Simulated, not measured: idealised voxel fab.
Documented hereafter: the process module known as voxel transistor to metal.
The width of the displayed cross-section, cut, is 205 nm; its cells are square, with a size of 5 nm.
A cross-section is a grid of square cells, given in bands from the top down. A band is one or more rows of cells. Read a band's entry like this: the first values are the height of its top and the height of its bottom in nm, and what follows is the sequence of materials from left to right, each with its width in nm. Note that "empty" is empty space, and that a single material marked "edge to edge" reaches across the band from edge to edge. Ref level 0: as-received wafer is one material below here. Bottom band extends down with no lower bound ("top 0, no bottom"). A two-number width, for instance "30 to 40", indicates that the width is equal to the first number in the top row of the band and to the second number in the bottom row, and that it changes by a constant amount per row of cells. "no change occurred" (step): cross-section cells unchanged, all of them. Enclosed voids (no open way to top), threshold 8 cells or more, entry "Cavities, closed", notation width x height at distance, distance from left edge, nm. On each step's line, the part that comes after the settings is the simulator's own comment on the step. "overlay nm" denotes, for a step that has a mask, the displacement of the mask to the right of its planned place, with negative values corresponding to the left. Heads up before you read on: it's before/after pairs around one process step each, after side only down to the lowest band that changed, step plus settings under the pair. Pairs can be from different runs of this module, same starting wafer, so only chain a pair onto the one above if its "Before-step section" entry says so.

### Before-step section
    top 25, bottom 20 = polySi 45 nm  empty 115 nm  polySi 45 nm
    top 20, bottom 15 = polySi 45 nm  empty 5 nm  polySi 105 nm  empty 5 nm  polySi 45 nm
    top 15, bottom 5 = polySi edge to edge
    top 5, bottom 0 = SiO2 45 nm  polySi 115 nm  SiO2 45 nm
    top 0, bottom -5 = SiO2 45 nm  polySi 5 nm  SiO2 105 nm  polySi 5 nm  SiO2 45 nm
    top -5, bottom -10 = SiO2 55 nm  Si 95 nm  SiO2 55 nm
    top -10, bottom -20 = SiO2 50 nm  Si 105 nm  SiO2 50 nm
    top -20, no bottom = Si edge to edge
    Cavities, closed: none

### Structure After Step
    top 40, bottom 35 = SiCN 45 nm  empty 115 nm  SiCN 45 nm
    top 35, bottom 30 = SiCN 45 nm  empty 5 nm  SiCN 105 nm  empty 5 nm  SiCN 45 nm
    top 30, bottom 25 = SiCN edge to edge
    top 25, bottom 20 = polySi 45 nm  SiCN 115 nm  polySi 45 nm
    top 20, bottom 15 = polySi 45 nm  SiCN 5 nm  polySi 105 nm  SiCN 5 nm  polySi 45 nm
    No changes below 15.
    Cavities, closed: none
Here is the step that sits between the two cross-sections above: DIRECTIONAL_DEP | material SiCN | thk nm 15

Before-step section: starting point is the after cross-section of the pair just above.

### Structure After Step
    top 60, bottom 40 = empty 90 nm  resist 25 nm  empty 90 nm
    top 40, bottom 35 = SiCN 45 nm  empty 45 nm  resist 25 nm  empty 45 nm  SiCN 45 nm
    No changes below 35.
    Cavities, closed: none
Here is the step that sits between the two cross-sections above: PATTERN | tone cover | mask id GATE | material resist | width nm 25 | thk nm 20 | overlay nm 0

Before-step section: starting point is the after cross-section of the pair just above.

### Structure After Step
    top 60, bottom 35 = empty 90 nm  resist 25 nm  empty 90 nm
    top 35, bottom 25 = empty 90 nm  SiCN 25 nm  empty 90 nm
    top 25, bottom 20 = polySi 45 nm  empty 45 nm  SiCN 25 nm  empty 45 nm  polySi 45 nm
    top 20, bottom 15 = polySi 45 nm  empty 5 nm  polySi 105 nm  empty 5 nm  polySi 45 nm
    No changes below 15.
    Cavities, closed: none
Here is the step that sits between the two cross-sections above: DIRECTIONAL_ETCH | etch materials SiCN | depth nm 25

Before-step section: starting point is the after cross-section of the pair just above.

### Structure After Step
    top 60, bottom 35 = empty 90 nm  resist 25 nm  empty 90 nm
    top 35, bottom 20 = empty 90 nm  SiCN 25 nm  empty 90 nm
    top 20, bottom 5 = empty 90 nm  polySi 25 nm  empty 90 nm
    top 5, bottom 0 = SiO2 45 nm  empty 45 nm  polySi 25 nm  empty 45 nm  SiO2 45 nm
    top 0, bottom -5 = SiO2 45 nm  empty 5 nm  SiO2 105 nm  empty 5 nm  SiO2 45 nm
    No changes below -5.
    Cavities, closed: none
Here is the step that sits between the two cross-sections above: DIRECTIONAL_ETCH | etch materials polySi | depth nm 30

Before-step section: starting point is the after cross-section of the pair just above.

### Structure After Step
    top 35, bottom 20 = empty 90 nm  SiCN 25 nm  empty 90 nm
    No changes below 20.
    Cavities, closed: none
Here is the step that sits between the two cross-sections above: STRIP | etch materials resist

Before-step section: starting point is the after cross-section of the pair just above.

### Structure After Step
    top 45, bottom 35 = empty 80 nm  SiN 45 nm  empty 80 nm
    top 35, bottom 20 = empty 80 nm  SiN 10 nm  SiCN 25 nm  SiN 10 nm  empty 80 nm
    top 20, bottom 15 = empty 80 nm  SiN 10 nm  polySi 25 nm  SiN 10 nm  empty 80 nm
    top 15, bottom 10 = SiN 55 nm  empty 25 nm  SiN 10 nm  polySi 25 nm  SiN 10 nm  empty 25 nm  SiN 55 nm
    top 10, bottom 5 = SiN 90 nm  polySi 25 nm  SiN 90 nm
    top 5, bottom 0 = SiO2 45 nm  SiN 45 nm  polySi 25 nm  SiN 45 nm  SiO2 45 nm
    top 0, bottom -5 = SiO2 45 nm  SiN 5 nm  SiO2 105 nm  SiN 5 nm  SiO2 45 nm
    No changes below -5.
    Cavities, closed: none
Here is the step that sits between the two cross-sections above: CONFORMAL_DEP | material SiN | thk nm 10

Before-step section: starting point is the after cross-section of the pair just above.

### Structure After Step
    top 35, bottom 20 = empty 80 nm  SiN 10 nm  SiCN 25 nm  SiN 10 nm  empty 80 nm
    top 20, bottom 5 = empty 80 nm  SiN 10 nm  polySi 25 nm  SiN 10 nm  empty 80 nm
    top 5, bottom 0 = SiO2 45 nm  SiN 10 nm  empty 25 nm  SiN 10 nm  polySi 25 nm  SiN 10 nm  empty 25 nm  SiN 10 nm  SiO2 45 nm
    No changes below 0.
    Cavities, closed: none
Here is the step that sits between the two cross-sections above: DIRECTIONAL_ETCH | etch materials SiN | depth nm 10

Before-step section: starting point is the after cross-section of the pair just above.

### Structure After Step
    top 35, bottom 20 = empty 80 nm  SiN 10 nm  SiCN 25 nm  SiN 10 nm  empty 80 nm
    top 20, bottom 5 = empty 80 nm  SiN 10 nm  polySi 25 nm  SiN 10 nm  empty 80 nm
    top 5, bottom 0 = empty 45 nm  SiN 10 nm  empty 25 nm  SiN 10 nm  polySi 25 nm  SiN 10 nm  empty 25 nm  SiN 10 nm  empty 45 nm
    top 0, bottom -5 = SiO2 45 nm  SiN 5 nm  SiO2 5 nm  empty 25 nm  SiO2 45 nm  empty 25 nm  SiO2 5 nm  SiN 5 nm  SiO2 45 nm
    No changes below -5.
    Cavities, closed: none
Here is the step that sits between the two cross-sections above: DIRECTIONAL_ETCH | etch materials SiO2 | depth nm 5

Before-step section: starting point is the after cross-section of the pair just above.

### Structure After Step
    top 35, bottom 20 = empty 80 nm  SiN 10 nm  SiCN 25 nm  SiN 10 nm  empty 80 nm
    top 20, bottom 5 = empty 80 nm  SiN 10 nm  polySi 25 nm  SiN 10 nm  empty 80 nm
    top 5, bottom 0 = empty 45 nm  SiN 10 nm  empty 25 nm  SiN 10 nm  polySi 25 nm  SiN 10 nm  empty 25 nm  SiN 10 nm  empty 45 nm
    top 0, bottom -5 = SiO2 45 nm  SiN 5 nm  SiO2 5 nm  empty 25 nm  SiO2 45 nm  empty 25 nm  SiO2 5 nm  SiN 5 nm  SiO2 45 nm
    top -5, bottom -10 = SiO2 55 nm  empty 25 nm  Si 45 nm  empty 25 nm  SiO2 55 nm
    top -10, bottom -20 = SiO2 50 nm  Si 5 nm  empty 25 nm  Si 45 nm  empty 25 nm  Si 5 nm  SiO2 50 nm
    No changes below -20.
    Cavities, closed: none
Here is the step that sits between the two cross-sections above: DIRECTIONAL_ETCH | etch materials Si | depth nm 15

Before-step section: starting point is the after cross-section of the pair just above.

### Structure After Step
    top 35, bottom 20 = empty 80 nm  SiN 10 nm  SiCN 25 nm  SiN 10 nm  empty 80 nm
    top 20, bottom 10 = empty 80 nm  SiN 10 nm  polySi 25 nm  SiN 10 nm  empty 80 nm
    top 10, bottom 5 = empty 65 nm  SiGe 15 nm  SiN 10 nm  polySi 25 nm  SiN 10 nm  SiGe 15 nm  empty 65 nm
    top 5, bottom 0 = empty 45 nm  SiN 10 nm  SiGe 25 nm  SiN 10 nm  polySi 25 nm  SiN 10 nm  SiGe 25 nm  SiN 10 nm  empty 45 nm
    top 0, bottom -5 = SiO2 45 nm  SiN 5 nm  SiO2 5 nm  SiGe 25 nm  SiO2 45 nm  SiGe 25 nm  SiO2 5 nm  SiN 5 nm  SiO2 45 nm
    top -5, bottom -10 = SiO2 55 nm  SiGe 25 nm  Si 45 nm  SiGe 25 nm  SiO2 55 nm
    top -10, bottom -20 = SiO2 50 nm  Si 5 nm  SiGe 25 nm  Si 45 nm  SiGe 25 nm  Si 5 nm  SiO2 50 nm
    No changes below -20.
    Cavities, closed: none
Here is the step that sits between the two cross-sections above: EPI | material SiGe | thk nm 15

Before-step section: starting point is the after cross-section of the pair just above.

### Structure After Step
    top 40, bottom 35 = SiO2 edge to edge
    top 35, bottom 20 = SiO2 80 nm  SiN 10 nm  SiCN 25 nm  SiN 10 nm  SiO2 80 nm
    top 20, bottom 10 = SiO2 80 nm  SiN 10 nm  polySi 25 nm  SiN 10 nm  SiO2 80 nm
    top 10, bottom 5 = SiO2 65 nm  SiGe 15 nm  SiN 10 nm  polySi 25 nm  SiN 10 nm  SiGe 15 nm  SiO2 65 nm
    top 5, bottom 0 = SiO2 45 nm  SiN 10 nm  SiGe 25 nm  SiN 10 nm  polySi 25 nm  SiN 10 nm  SiGe 25 nm  SiN 10 nm  SiO2 45 nm
    No changes below 0.
    Cavities, closed: none
Here is the step that sits between the two cross-sections above: FILL_DEP | material SiO2 | thk nm 5

Before-step section: starting point is the after cross-section of the pair just above.

### Structure After Step
    top 35, bottom 20 = SiO2 80 nm  SiN 10 nm  SiCN 25 nm  SiN 10 nm  SiO2 80 nm
    No changes below 20.
    Cavities, closed: none
Here is the step that sits between the two cross-sections above: CMP | height nm 35

Before-step section: starting point is the after cross-section of the pair just above.

### Structure After Step
    top 50, bottom 35 = SiO2 edge to edge
    No changes below 35.
    Cavities, closed: none
Here is the step that sits between the two cross-sections above: DIRECTIONAL_DEP | material SiO2 | thk nm 15

Before-step section: starting point is the after cross-section of the pair just above.

### Structure After Step
    top 50, bottom 35 = SiO2 55 nm  empty 15 nm  SiO2 65 nm  empty 15 nm  SiO2 55 nm
    top 35, bottom 20 = SiO2 55 nm  empty 15 nm  SiO2 10 nm  SiN 10 nm  SiCN 25 nm  SiN 10 nm  SiO2 10 nm  empty 15 nm  SiO2 55 nm
    top 20, bottom 10 = SiO2 55 nm  empty 15 nm  SiO2 10 nm  SiN 10 nm  polySi 25 nm  SiN 10 nm  SiO2 10 nm  empty 15 nm  SiO2 55 nm
    No changes below 10.
    Cavities, closed: none
Here is the step that sits between the two cross-sections above: MASKED_ETCH | tone open | mask id CONTACT | width nm 15 | pitch nm 80 | etch materials SiO2 | depth nm 40 | overlay nm 0

Before-step section: starting point is the after cross-section of the pair just above.

### Structure After Step
    top 55, bottom 50 = TiN 60 nm  empty 5 nm  TiN 75 nm  empty 5 nm  TiN 60 nm
    top 50, bottom 35 = SiO2 55 nm  TiN 5 nm  empty 5 nm  TiN 5 nm  SiO2 65 nm  TiN 5 nm  empty 5 nm  TiN 5 nm  SiO2 55 nm
    top 35, bottom 20 = SiO2 55 nm  TiN 5 nm  empty 5 nm  TiN 5 nm  SiO2 10 nm  SiN 10 nm  SiCN 25 nm  SiN 10 nm  SiO2 10 nm  TiN 5 nm  empty 5 nm  TiN 5 nm  SiO2 55 nm
    top 20, bottom 15 = SiO2 55 nm  TiN 5 nm  empty 5 nm  TiN 5 nm  SiO2 10 nm  SiN 10 nm  polySi 25 nm  SiN 10 nm  SiO2 10 nm  TiN 5 nm  empty 5 nm  TiN 5 nm  SiO2 55 nm
    top 15, bottom 10 = SiO2 55 nm  TiN 15 nm  SiO2 10 nm  SiN 10 nm  polySi 25 nm  SiN 10 nm  SiO2 10 nm  TiN 15 nm  SiO2 55 nm
    No changes below 10.
    Cavities, closed: none
Here is the step that sits between the two cross-sections above: CONFORMAL_DEP | material TiN | thk nm 5

Before-step section: starting point is the after cross-section of the pair just above.

### Structure After Step
    top 60, bottom 55 = Ru edge to edge
    top 55, bottom 50 = TiN 60 nm  Ru 5 nm  TiN 75 nm  Ru 5 nm  TiN 60 nm
    top 50, bottom 35 = SiO2 55 nm  TiN 5 nm  Ru 5 nm  TiN 5 nm  SiO2 65 nm  TiN 5 nm  Ru 5 nm  TiN 5 nm  SiO2 55 nm
    top 35, bottom 20 = SiO2 55 nm  TiN 5 nm  Ru 5 nm  TiN 5 nm  SiO2 10 nm  SiN 10 nm  SiCN 25 nm  SiN 10 nm  SiO2 10 nm  TiN 5 nm  Ru 5 nm  TiN 5 nm  SiO2 55 nm
    top 20, bottom 15 = SiO2 55 nm  TiN 5 nm  Ru 5 nm  TiN 5 nm  SiO2 10 nm  SiN 10 nm  polySi 25 nm  SiN 10 nm  SiO2 10 nm  TiN 5 nm  Ru 5 nm  TiN 5 nm  SiO2 55 nm
    No changes below 15.
    Cavities, closed: none
Here is the step that sits between the two cross-sections above: FILL_DEP | material Ru | thk nm 5

Before-step section: starting point is the after cross-section of the pair just above.

### Structure After Step
    top 50, bottom 35 = SiO2 55 nm  TiN 5 nm  Ru 5 nm  TiN 5 nm  SiO2 65 nm  TiN 5 nm  Ru 5 nm  TiN 5 nm  SiO2 55 nm
    No changes below 35.
    Cavities, closed: none
Here is the step that sits between the two cross-sections above: CMP | height nm 50

Before-step section: starting point is the after cross-section of the pair just above.

### Structure After Step
    top 55, bottom 50 = SiN edge to edge
    No changes below 50.
    Cavities, closed: none
Here is the step that sits between the two cross-sections above: CONFORMAL_DEP | material SiN | thk nm 5

Before-step section: starting point is the after cross-section of the pair just above.

### Structure After Step
    top 70, bottom 55 = lowk edge to edge
    No changes below 55.
    Cavities, closed: none
Here is the step that sits between the two cross-sections above: DIRECTIONAL_DEP | material lowk | thk nm 15

Before-step section: starting point is the after cross-section of the pair just above.

### Structure After Step
    top 80, bottom 70 = aC edge to edge
    No changes below 70.
    Cavities, closed: none
Here is the step that sits between the two cross-sections above: DIRECTIONAL_DEP | material aC | thk nm 10

Before-step section: starting point is the after cross-section of the pair just above.

### Structure After Step
    top 110, bottom 80 = resist 55 nm  empty 15 nm  resist 65 nm  empty 15 nm  resist 55 nm
    No changes below 80.
    Cavities, closed: none
Here is the step that sits between the two cross-sections above: PATTERN | tone open | mask id METAL_1 | material resist | width nm 15 | pitch nm 80 | thk nm 30 | overlay nm 0

Before-step section: starting point is the after cross-section of the pair just above.

### Structure After Step
    top 100, bottom 80 = resist 55 nm  empty 15 nm  resist 65 nm  empty 15 nm  resist 55 nm
    top 80, bottom 70 = aC 55 nm  empty 15 nm  aC 65 nm  empty 15 nm  aC 55 nm
    No changes below 70.
    Cavities, closed: none
Here is the step that sits between the two cross-sections above: DIRECTIONAL_ETCH | etch materials aC | depth nm 10

Before-step section: starting point is the after cross-section of the pair just above.

### Structure After Step
    top 80, bottom 70 = aC 55 nm  empty 15 nm  aC 65 nm  empty 15 nm  aC 55 nm
    No changes below 70.
    Cavities, closed: none
Here is the step that sits between the two cross-sections above: STRIP | etch materials resist

Before-step section: starting point is the after cross-section of the pair just above.

### Structure After Step
    top 80, bottom 70 = aC 55 nm  empty 15 nm  aC 65 nm  empty 15 nm  aC 55 nm
    top 70, bottom 55 = lowk 55 nm  empty 15 nm  lowk 65 nm  empty 15 nm  lowk 55 nm
    No changes below 55.
    Cavities, closed: none
Here is the step that sits between the two cross-sections above: DIRECTIONAL_ETCH | etch materials lowk | depth nm 15

Before-step section: starting point is the after cross-section of the pair just above.

### Structure After Step
    top 80, bottom 70 = aC 55 nm  empty 15 nm  aC 65 nm  empty 15 nm  aC 55 nm
    top 70, bottom 55 = lowk 55 nm  empty 15 nm  lowk 65 nm  empty 15 nm  lowk 55 nm
    top 55, bottom 50 = SiN 55 nm  empty 15 nm  SiN 65 nm  empty 15 nm  SiN 55 nm
    No changes below 50.
    Cavities, closed: none
Here is the step that sits between the two cross-sections above: DIRECTIONAL_ETCH | etch materials SiN | depth nm 5

Before-step section: starting point is the after cross-section of the pair just above.

### Structure After Step
    top 70, bottom 55 = lowk 55 nm  empty 15 nm  lowk 65 nm  empty 15 nm  lowk 55 nm
    No changes below 55.
    Cavities, closed: none
Here is the step that sits between the two cross-sections above: STRIP | etch materials aC

Before-step section: starting point is the after cross-section of the pair just above.

### Structure After Step
    top 75, bottom 70 = TiN 60 nm  empty 5 nm  TiN 75 nm  empty 5 nm  TiN 60 nm
    top 70, bottom 55 = lowk 55 nm  TiN 5 nm  empty 5 nm  TiN 5 nm  lowk 65 nm  TiN 5 nm  empty 5 nm  TiN 5 nm  lowk 55 nm
    top 55, bottom 50 = SiN 55 nm  TiN 15 nm  SiN 65 nm  TiN 15 nm  SiN 55 nm
    No changes below 50.
    Cavities, closed: none
Here is the step that sits between the two cross-sections above: CONFORMAL_DEP | material TiN | thk nm 5

Before-step section: starting point is the after cross-section of the pair just above.

### Structure After Step
    top 85, bottom 75 = Cu edge to edge
    top 75, bottom 70 = TiN 60 nm  Cu 5 nm  TiN 75 nm  Cu 5 nm  TiN 60 nm
    top 70, bottom 55 = lowk 55 nm  TiN 5 nm  Cu 5 nm  TiN 5 nm  lowk 65 nm  TiN 5 nm  Cu 5 nm  TiN 5 nm  lowk 55 nm
    No changes below 55.
    Cavities, closed: none
Here is the step that sits between the two cross-sections above: FILL_DEP | material Cu | thk nm 10

Before-step section: starting point is the after cross-section of the pair just above.

### Structure After Step
    top 70, bottom 55 = lowk 55 nm  TiN 5 nm  Cu 5 nm  TiN 5 nm  lowk 65 nm  TiN 5 nm  Cu 5 nm  TiN 5 nm  lowk 55 nm
    No changes below 55.
    Cavities, closed: none
Here is the step that sits between the two cross-sections above: CMP | height nm 70

Before-step section: starting point is the after cross-section of the pair just above.

### Structure After Step
    top 75, bottom 70 = SiCN edge to edge
    No changes below 70.
    Cavities, closed: none
Here is the step that sits between the two cross-sections above: CONFORMAL_DEP | material SiCN | thk nm 5

Before-step section: starting point is the after cross-section of the pair just above.

### Structure After Step
    top 105, bottom 75 = lowk edge to edge
    No changes below 75.
    Cavities, closed: none
Here is the step that sits between the two cross-sections above: DIRECTIONAL_DEP | material lowk | thk nm 30

Before-step section: starting point is the after cross-section of the pair just above.

### Structure After Step
    top 120, bottom 105 = aC edge to edge
    No changes below 105.
    Cavities, closed: none
Here is the step that sits between the two cross-sections above: DIRECTIONAL_DEP | material aC | thk nm 15

Before-step section: starting point is the after cross-section of the pair just above.

### Structure After Step
    top 150, bottom 120 = resist 55 nm  empty 15 nm  resist 65 nm  empty 15 nm  resist 55 nm
    No changes below 120.
    Cavities, closed: none
Here is the step that sits between the two cross-sections above: PATTERN | tone open | mask id METAL_2 | material resist | width nm 15 | pitch nm 80 | thk nm 30 | overlay nm 0

Before-step section: starting point is the after cross-section of the pair just above.

### Structure After Step
    top 135, bottom 120 = resist 55 nm  empty 15 nm  resist 65 nm  empty 15 nm  resist 55 nm
    top 120, bottom 105 = aC 55 nm  empty 15 nm  aC 65 nm  empty 15 nm  aC 55 nm
    No changes below 105.
    Cavities, closed: none
Here is the step that sits between the two cross-sections above: DIRECTIONAL_ETCH | etch materials aC | depth nm 15

Before-step section: starting point is the after cross-section of the pair just above.

### Structure After Step
    top 120, bottom 105 = aC 55 nm  empty 15 nm  aC 65 nm  empty 15 nm  aC 55 nm
    No changes below 105.
    Cavities, closed: none
Here is the step that sits between the two cross-sections above: STRIP | etch materials resist

Before-step section: starting point is the after cross-section of the pair just above.

### Structure After Step
    top 120, bottom 105 = aC 55 nm  empty 15 nm  aC 65 nm  empty 15 nm  aC 55 nm
    top 105, bottom 85 = lowk 55 nm  empty 15 nm  lowk 65 nm  empty 15 nm  lowk 55 nm
    No changes below 85.
    Cavities, closed: none
Here is the step that sits between the two cross-sections above: DIRECTIONAL_ETCH | etch materials lowk | depth nm 20

Before-step section: starting point is the after cross-section of the pair just above.

### Structure After Step
    top 105, bottom 85 = lowk 55 nm  empty 15 nm  lowk 65 nm  empty 15 nm  lowk 55 nm
    No changes below 85.
    Cavities, closed: none
Here is the step that sits between the two cross-sections above: STRIP | etch materials aC

Before-step section: starting point is the after cross-section of the pair just above.

### Structure After Step
    top 105, bottom 75 = lowk 55 nm  empty 15 nm  lowk 65 nm  empty 15 nm  lowk 55 nm
    No changes below 75.
    Cavities, closed: none
Here is the step that sits between the two cross-sections above: MASKED_ETCH | tone open | mask id METAL_2_HOLES | width nm 15 | pitch nm 80 | etch materials lowk | depth nm 10 | overlay nm 0

Before-step section: starting point is the after cross-section of the pair just above.

### Structure After Step
    top 105, bottom 75 = lowk 55 nm  empty 15 nm  lowk 65 nm  empty 15 nm  lowk 55 nm
    top 75, bottom 70 = SiCN 55 nm  empty 15 nm  SiCN 65 nm  empty 15 nm  SiCN 55 nm
    No changes below 70.
    Cavities, closed: none
Here is the step that sits between the two cross-sections above: MASKED_ETCH | tone open | mask id METAL_2_HOLES | width nm 15 | pitch nm 80 | etch materials SiCN | depth nm 5 | overlay nm 0

Before-step section: starting point is the after cross-section of the pair just above.

### Structure After Step
    top 110, bottom 105 = TiN 60 nm  empty 5 nm  TiN 75 nm  empty 5 nm  TiN 60 nm
    top 105, bottom 75 = lowk 55 nm  TiN 5 nm  empty 5 nm  TiN 5 nm  lowk 65 nm  TiN 5 nm  empty 5 nm  TiN 5 nm  lowk 55 nm
    top 75, bottom 70 = SiCN 55 nm  TiN 15 nm  SiCN 65 nm  TiN 15 nm  SiCN 55 nm
    No changes below 70.
    Cavities, closed: none
Here is the step that sits between the two cross-sections above: CONFORMAL_DEP | material TiN | thk nm 5

Before-step section: starting point is the after cross-section of the pair just above.

### Structure After Step
    top 120, bottom 110 = Cu edge to edge
    top 110, bottom 105 = TiN 60 nm  Cu 5 nm  TiN 75 nm  Cu 5 nm  TiN 60 nm
    top 105, bottom 75 = lowk 55 nm  TiN 5 nm  Cu 5 nm  TiN 5 nm  lowk 65 nm  TiN 5 nm  Cu 5 nm  TiN 5 nm  lowk 55 nm
    No changes below 75.
    Cavities, closed: none
Here is the step that sits between the two cross-sections above: FILL_DEP | material Cu | thk nm 10

Before-step section: starting point is the after cross-section of the pair just above.

### Structure After Step
    top 105, bottom 75 = lowk 55 nm  TiN 5 nm  Cu 5 nm  TiN 5 nm  lowk 65 nm  TiN 5 nm  Cu 5 nm  TiN 5 nm  lowk 55 nm
    No changes below 75.
    Cavities, closed: none
Here is the step that sits between the two cross-sections above: CMP | height nm 105

Before-step section: starting point is the after cross-section of the pair just above.

### Structure After Step
    top 110, bottom 105 = SiN edge to edge
    No changes below 105.
    Cavities, closed: none
Here is the step that sits between the two cross-sections above: CONFORMAL_DEP | material SiN | thk nm 5

### Before-step section
    top 35, bottom 20 = empty 80 nm  SiN 10 nm  SiCN 25 nm  SiN 10 nm  empty 80 nm
    top 20, bottom 10 = empty 80 nm  SiN 10 nm  polySi 25 nm  SiN 10 nm  empty 80 nm
    top 10, bottom 5 = empty 50 nm  SiGe 30 nm  SiN 10 nm  polySi 25 nm  SiN 10 nm  SiGe 30 nm  empty 50 nm
    top 5, bottom 0 = empty 45 nm  SiN 10 nm  SiGe 25 nm  SiN 10 nm  polySi 25 nm  SiN 10 nm  SiGe 25 nm  SiN 10 nm  empty 45 nm
    top 0, bottom -5 = SiO2 55 nm  SiGe 25 nm  SiO2 45 nm  SiGe 25 nm  SiO2 55 nm
    top -5, bottom -20 = SiO2 50 nm  Si 5 nm  SiGe 25 nm  Si 45 nm  SiGe 25 nm  Si 5 nm  SiO2 50 nm
    top -20, no bottom = Si edge to edge
    Cavities, closed: none

### Structure After Step
    top 35, bottom 25 = empty 80 nm  SiN 10 nm  SiCN 25 nm  SiN 10 nm  empty 80 nm
    top 25, bottom 20 = empty 35 nm  SiGe 45 nm  SiN 10 nm  SiCN 25 nm  SiN 10 nm  SiGe 45 nm  empty 35 nm
    top 20, bottom 5 = empty 35 nm  SiGe 45 nm  SiN 10 nm  polySi 25 nm  SiN 10 nm  SiGe 45 nm  empty 35 nm
    top 5, bottom 0 = empty 35 nm  SiGe 10 nm  SiN 10 nm  SiGe 25 nm  SiN 10 nm  polySi 25 nm  SiN 10 nm  SiGe 25 nm  SiN 10 nm  SiGe 10 nm  empty 35 nm
    No changes below 0.
    Cavities, closed: none
Here is the step that sits between the two cross-sections above: EPI | material SiGe | thk nm 15

Before-step section: starting point is the after cross-section of the pair just above.

### Structure After Step
    top 40, bottom 35 = SiO2 edge to edge
    top 35, bottom 25 = SiO2 80 nm  SiN 10 nm  SiCN 25 nm  SiN 10 nm  SiO2 80 nm
    top 25, bottom 20 = SiO2 35 nm  SiGe 45 nm  SiN 10 nm  SiCN 25 nm  SiN 10 nm  SiGe 45 nm  SiO2 35 nm
    top 20, bottom 5 = SiO2 35 nm  SiGe 45 nm  SiN 10 nm  polySi 25 nm  SiN 10 nm  SiGe 45 nm  SiO2 35 nm
    top 5, bottom 0 = SiO2 35 nm  SiGe 10 nm  SiN 10 nm  SiGe 25 nm  SiN 10 nm  polySi 25 nm  SiN 10 nm  SiGe 25 nm  SiN 10 nm  SiGe 10 nm  SiO2 35 nm
    No changes below 0.
    Cavities, closed: none
Here is the step that sits between the two cross-sections above: FILL_DEP | material SiO2 | thk nm 5

Before-step section: starting point is the after cross-section of the pair just above.

### Structure After Step
    top 35, bottom 25 = SiO2 80 nm  SiN 10 nm  SiCN 25 nm  SiN 10 nm  SiO2 80 nm
    No changes below 25.
    Cavities, closed: none
Here is the step that sits between the two cross-sections above: CMP | height nm 35

Before-step section: starting point is the after cross-section of the pair just above.

### Structure After Step
    top 50, bottom 35 = SiO2 edge to edge
    No changes below 35.
    Cavities, closed: none
Here is the step that sits between the two cross-sections above: DIRECTIONAL_DEP | material SiO2 | thk nm 15

Before-step section: starting point is the after cross-section of the pair just above.

### Structure After Step
    top 50, bottom 35 = SiO2 55 nm  empty 15 nm  SiO2 65 nm  empty 15 nm  SiO2 55 nm
    top 35, bottom 25 = SiO2 55 nm  empty 15 nm  SiO2 10 nm  SiN 10 nm  SiCN 25 nm  SiN 10 nm  SiO2 10 nm  empty 15 nm  SiO2 55 nm
    No changes below 25.
    Cavities, closed: none
Here is the step that sits between the two cross-sections above: MASKED_ETCH | tone open | mask id CONTACT | width nm 15 | pitch nm 80 | etch materials SiO2 | depth nm 40 | overlay nm 0

Before-step section: starting point is the after cross-section of the pair just above.

### Structure After Step
    top 55, bottom 50 = TiN 60 nm  empty 5 nm  TiN 75 nm  empty 5 nm  TiN 60 nm
    top 50, bottom 35 = SiO2 55 nm  TiN 5 nm  empty 5 nm  TiN 5 nm  SiO2 65 nm  TiN 5 nm  empty 5 nm  TiN 5 nm  SiO2 55 nm
    top 35, bottom 30 = SiO2 55 nm  TiN 5 nm  empty 5 nm  TiN 5 nm  SiO2 10 nm  SiN 10 nm  SiCN 25 nm  SiN 10 nm  SiO2 10 nm  TiN 5 nm  empty 5 nm  TiN 5 nm  SiO2 55 nm
    top 30, bottom 25 = SiO2 55 nm  TiN 15 nm  SiO2 10 nm  SiN 10 nm  SiCN 25 nm  SiN 10 nm  SiO2 10 nm  TiN 15 nm  SiO2 55 nm
    No changes below 25.
    Cavities, closed: none
Here is the step that sits between the two cross-sections above: CONFORMAL_DEP | material TiN | thk nm 5

Before-step section: starting point is the after cross-section of the pair just above.

### Structure After Step
    top 60, bottom 55 = Ru edge to edge
    top 55, bottom 50 = TiN 60 nm  Ru 5 nm  TiN 75 nm  Ru 5 nm  TiN 60 nm
    top 50, bottom 35 = SiO2 55 nm  TiN 5 nm  Ru 5 nm  TiN 5 nm  SiO2 65 nm  TiN 5 nm  Ru 5 nm  TiN 5 nm  SiO2 55 nm
    top 35, bottom 30 = SiO2 55 nm  TiN 5 nm  Ru 5 nm  TiN 5 nm  SiO2 10 nm  SiN 10 nm  SiCN 25 nm  SiN 10 nm  SiO2 10 nm  TiN 5 nm  Ru 5 nm  TiN 5 nm  SiO2 55 nm
    No changes below 30.
    Cavities, closed: none
Here is the step that sits between the two cross-sections above: FILL_DEP | material Ru | thk nm 5

Before-step section: starting point is the after cross-section of the pair just above.

### Structure After Step
    top 50, bottom 35 = SiO2 55 nm  TiN 5 nm  Ru 5 nm  TiN 5 nm  SiO2 65 nm  TiN 5 nm  Ru 5 nm  TiN 5 nm  SiO2 55 nm
    No changes below 35.
    Cavities, closed: none
Here is the step that sits between the two cross-sections above: CMP | height nm 50

Before-step section: starting point is the after cross-section of the pair just above.

### Structure After Step
    top 55, bottom 50 = SiN edge to edge
    No changes below 50.
    Cavities, closed: none
Here is the step that sits between the two cross-sections above: CONFORMAL_DEP | material SiN | thk nm 5

Before-step section: starting point is the after cross-section of the pair just above.

### Structure After Step
    top 70, bottom 55 = lowk edge to edge
    No changes below 55.
    Cavities, closed: none
Here is the step that sits between the two cross-sections above: DIRECTIONAL_DEP | material lowk | thk nm 15

Before-step section: starting point is the after cross-section of the pair just above.

### Structure After Step
    top 80, bottom 70 = aC edge to edge
    No changes below 70.
    Cavities, closed: none
Here is the step that sits between the two cross-sections above: DIRECTIONAL_DEP | material aC | thk nm 10

Before-step section: starting point is the after cross-section of the pair just above.

### Structure After Step
    top 110, bottom 80 = resist 55 nm  empty 15 nm  resist 65 nm  empty 15 nm  resist 55 nm
    No changes below 80.
    Cavities, closed: none
Here is the step that sits between the two cross-sections above: PATTERN | tone open | mask id METAL_1 | material resist | width nm 15 | pitch nm 80 | thk nm 30 | overlay nm 0

Before-step section: starting point is the after cross-section of the pair just above.

### Structure After Step
    top 100, bottom 80 = resist 55 nm  empty 15 nm  resist 65 nm  empty 15 nm  resist 55 nm
    top 80, bottom 70 = aC 55 nm  empty 15 nm  aC 65 nm  empty 15 nm  aC 55 nm
    No changes below 70.
    Cavities, closed: none
Here is the step that sits between the two cross-sections above: DIRECTIONAL_ETCH | etch materials aC | depth nm 10

Before-step section: starting point is the after cross-section of the pair just above.

### Structure After Step
    top 80, bottom 70 = aC 55 nm  empty 15 nm  aC 65 nm  empty 15 nm  aC 55 nm
    No changes below 70.
    Cavities, closed: none
Here is the step that sits between the two cross-sections above: STRIP | etch materials resist
